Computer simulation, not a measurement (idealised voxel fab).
process module | voxel ribs on slabs
cross-section cut | 175 nm wide | cells 5 nm
A cross-section is a grid of square cells, given in bands from the top down. A band is one or more rows of cells.
Each band's line starts with the height of the band's top and of its bottom, in nm. Then come its materials from left to right, each with its width in nm. One material with "throughout" fills the band from edge to edge. "air" is empty space.
Height 0 is the level under which the wafer as received is all one material. The lowest band goes on downwards, as in "0 down".
A width such as "30 to 40" changes by the same amount from each row of cells to the next, from the band's top row to its bottom row.
"no change" after a step means that no cell of the cross-section changed.
closed voids: empty space of 8 cells or more with no open way to the top, each as width x height at its distance from the left edge, in nm
after a step's settings: what the simulator itself notes on the step
overlay nm, on a step with a mask: how far to the right of its planned place the mask lay; to the left if negative
plan
1 op RECEIVE | material Si
2 op DIRECTIONAL_DEP | material SiO2 | thk nm 25
3 op DIRECTIONAL_DEP | material SiN | thk nm 15
4 op MASKED_ETCH | tone cover | mask id RIB | width nm 30 | etch materials SiN | depth nm 10 | overlay nm 0
5 op DIRECTIONAL_DEP | material aC | thk nm 10
6 op PATTERN | tone cover | mask id SLAB | material resist | width nm 60 | thk nm 30 | overlay nm 0
7 op DIRECTIONAL_ETCH | etch materials aC | depth nm 10
8 op STRIP | etch materials resist
9 op DIRECTIONAL_ETCH | etch materials SiN | depth nm 5
10 op STRIP | etch materials aC
11 op FILL_DEP | material SiO2 | thk nm 20
12 op CMP | height nm 55
13 op DIRECTIONAL_DEP | material TiN | thk nm 10
14 op MASKED_ETCH | tone cover | mask id HEATER | width nm 40 | etch materials TiN | depth nm 10 | overlay nm 0
15 op CONFORMAL_DEP | material SiN | thk nm 10
first wafer, as planned
as received, after step 1
  0 down: Si throughout
  closed voids: none
after step 2
  25 to 0: SiO2 throughout
  below 0: unchanged
after step 3
  40 to 25: SiN throughout
  below 25: unchanged
after step 4
  40 to 30: air 70 | SiN 30 | air 75
  below 30: unchanged
after step 5
  50 to 40: air 70 | aC 30 | air 75
  40 to 30: aC 70 | SiN 30 | aC 75
  below 30: unchanged
after step 6
  80 to 50: air 55 | resist 60 | air 60
  50 to 40: air 55 | resist 15 | aC 30 | resist 15 | air 60
  below 40: unchanged
after step 7
  70 to 50: air 55 | resist 60 | air 60
  50 to 40: air 55 | resist 15 | aC 30 | resist 15 | air 60
  40 to 30: air 55 | aC 15 | SiN 30 | aC 15 | air 60
  below 30: unchanged
after step 8
  50 to 40: air 70 | aC 30 | air 75
  below 40: unchanged
after step 9
  50 to 40: air 70 | aC 30 | air 75
  40 to 30: air 55 | aC 15 | SiN 30 | aC 15 | air 60
  30 to 25: air 55 | SiN 60 | air 60
  below 25: unchanged
after step 10
  40 to 30: air 70 | SiN 30 | air 75
  below 30: unchanged
after step 11
  60 to 40: SiO2 throughout
  40 to 30: SiO2 70 | SiN 30 | SiO2 75
  30 to 25: SiO2 55 | SiN 60 | SiO2 60
  below 25: unchanged
after step 12
  55 to 40: SiO2 throughout
  below 40: unchanged
after step 13
  65 to 55: TiN throughout
  below 55: unchanged
after step 14
  65 to 55: air 65 | TiN 40 | air 70
  below 55: unchanged
after step 15
  75 to 65: air 55 | SiN 60 | air 60
  65 to 55: SiN 65 | TiN 40 | SiN 70
  below 55: unchanged
second wafer: like start, like plan, one mistake. Through step 13 it matches the first wafer
when step 14 should have ended
  65 to 55: TiN 65 | air 40 | TiN 70
  below 55: unchanged
when step 15 should have ended
  75 to 65: SiN 75 | air 20 | SiN 80
  65 to 55: TiN 65 | SiN 40 | TiN 70
  below 55: unchanged
what went wrong: step 14 ran as: op MASKED_ETCH | tone open | mask id HEATER | width nm 40 | etch materials TiN | depth nm 10 | overlay nm 0
at the end the second wafer has, in cells: 38 more of TiN
